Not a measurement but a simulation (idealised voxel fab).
Process module under the name voxel capacitor over wiring
Displayed cross-section: cut, width of 160 nm, square cells sized 5 nm.
Square cells in a grid make up a cross-section in this document, and the grid is given as bands, listed from the top down, each one or more rows of cells.
It is stipulated that each band's entry specify, in nanometres, the height of the top of the band and then that of its bottom, followed by the materials of the band in left-to-right sequence, each together with its width in nanometres. A single material marked by the word "full width" is understood to fill the band from edge to edge; the word "air" is understood to denote empty space.
The level at which height equals 0 is the one under which the wafer, as it arrives, is entirely one material. No lower edge exists for the bottom band, which continues downward and is notated as in "0 down".
Think of "30 to 40" as a width that walks from the first number to the second as you go down the band, top row to bottom row, taking equal-sized steps from row to row.
You'll sometimes find "no alteration" written for a step, and that's the way of saying that nowhere in the cross-section did a cell change during that step.
You'll see "Listed closed voids" listing empty spaces that have no way open to the top, as long as they're 8 cells or more; the notation is width x height at distance, where the distance is from the left edge, and all of it is in nm.
On each step's line, the part that comes after the settings is the simulator's own comment on the step.
overlay nm: for a step with a mask, the amount by which the mask lay right of where it was planned; a negative amount means left of it.

Set out below are the planned steps of the process
1,RECEIVE, material Si
2,CONFORMAL_DEP, material SiO2, thk nm 15
3,CONFORMAL_DEP, material SiN, thk nm 5
4,DIRECTIONAL_DEP, material lowk, thk nm 20
5,DIRECTIONAL_DEP, material aC, thk nm 10
6,PATTERN, tone open, mask id METAL_1, material resist, width nm 30, pitch nm 95, thk nm 30, overlay nm 0
7,DIRECTIONAL_ETCH, etch materials aC, depth nm 10
8,STRIP, etch materials resist
9,DIRECTIONAL_ETCH, etch materials lowk, depth nm 20
10,DIRECTIONAL_ETCH, etch materials SiN, depth nm 5
11,STRIP, etch materials aC
12,CONFORMAL_DEP, material TiN, thk nm 5
13,FILL_DEP, material W, thk nm 10
14,CMP, height nm 40
15,CONFORMAL_DEP, material SiCN, thk nm 5
16,DIRECTIONAL_DEP, material SiO2, thk nm 10
17,DIRECTIONAL_DEP, material aC, thk nm 15
18,PATTERN, tone open, mask id PLUG_1, material resist, width nm 15, thk nm 35, overlay nm 0
19,DIRECTIONAL_ETCH, etch materials aC, depth nm 5
20,STRIP, etch materials resist
21,DIRECTIONAL_ETCH, etch materials SiO2, depth nm 10
22,DIRECTIONAL_ETCH, etch materials SiCN, depth nm 5
23,STRIP, etch materials aC
24,CONFORMAL_DEP, material TiN, thk nm 5
25,FILL_DEP, material W, thk nm 5
26,CMP, height nm 55
27,DIRECTIONAL_DEP, material TiN, thk nm 5
28,DIRECTIONAL_DEP, material HfO2, thk nm 5
29,DIRECTIONAL_DEP, material TiN, thk nm 10
30,PATTERN, tone cover, mask id UPPER_PLATE, material resist, width nm 70, thk nm 15, overlay nm 0
31,DIRECTIONAL_ETCH, etch materials TiN, depth nm 10
32,DIRECTIONAL_ETCH, etch materials HfO2, depth nm 5
33,STRIP, etch materials resist
34,DIRECTIONAL_DEP, material aC, thk nm 10
35,PATTERN, tone cover, mask id LOWER_PLATE, material resist, width nm 80, thk nm 30, overlay nm 0
36,DIRECTIONAL_ETCH, etch materials aC, depth nm 10
37,STRIP, etch materials resist
38,DIRECTIONAL_ETCH, etch materials TiN, depth nm 5
39,STRIP, etch materials aC
40,FILL_DEP, material SiO2, thk nm 15
41,CMP, height nm 85
42,DIRECTIONAL_DEP, material aC, thk nm 15
43,PATTERN, tone open, mask id PLUG_2, material resist, width nm 15, thk nm 35, overlay nm 0
44,DIRECTIONAL_ETCH, etch materials aC, depth nm 15
45,STRIP, etch materials resist
46,DIRECTIONAL_ETCH, etch materials SiO2, depth nm 10
47,STRIP, etch materials aC
48,CONFORMAL_DEP, material TiN, thk nm 5
49,FILL_DEP, material Cu, thk nm 10
50,CMP, height nm 85
51,CONFORMAL_DEP, material SiCN, thk nm 5
Among the wafers covered here, the point of difference is the depth nm at step 19; their starting state is shared, and the plan presents the value of the first wafer.

Cross-section of the first incoming wafer of several, state after step 1
- 0 down | Si full width
- Listed closed voids: none

Take any row and you have a wafer at the end of the module: how many cells of each material it has gained (+) or lost (-) since it was received, and then its closed voids
depth nm 5, +1 Cu, +14 HfO2, +64 SiCN, +20 SiN, +288 SiO2, +77 TiN, +32 W, +80 lowk, Listed closed voids: none
depth nm 10, +1 Cu, +14 HfO2, +64 SiCN, +20 SiN, +288 SiO2, +77 TiN, +32 W, +80 lowk, Listed closed voids: none
depth nm 15, +1 Cu, +14 HfO2, +61 SiCN, +20 SiN, +282 SiO2, +84 TiN, +34 W, +80 lowk, Listed closed voids: none
depth nm 20, +1 Cu, +14 HfO2, +61 SiCN, +20 SiN, +282 SiO2, +84 TiN, +34 W, +80 lowk, Listed closed voids: none
depth nm 25, +1 Cu, +14 HfO2, +61 SiCN, +20 SiN, +282 SiO2, +84 TiN, +34 W, +80 lowk, Listed closed voids: none
depth nm 30, +1 Cu, +14 HfO2, +61 SiCN, +20 SiN, +282 SiO2, +84 TiN, +34 W, +80 lowk, Listed closed voids: none
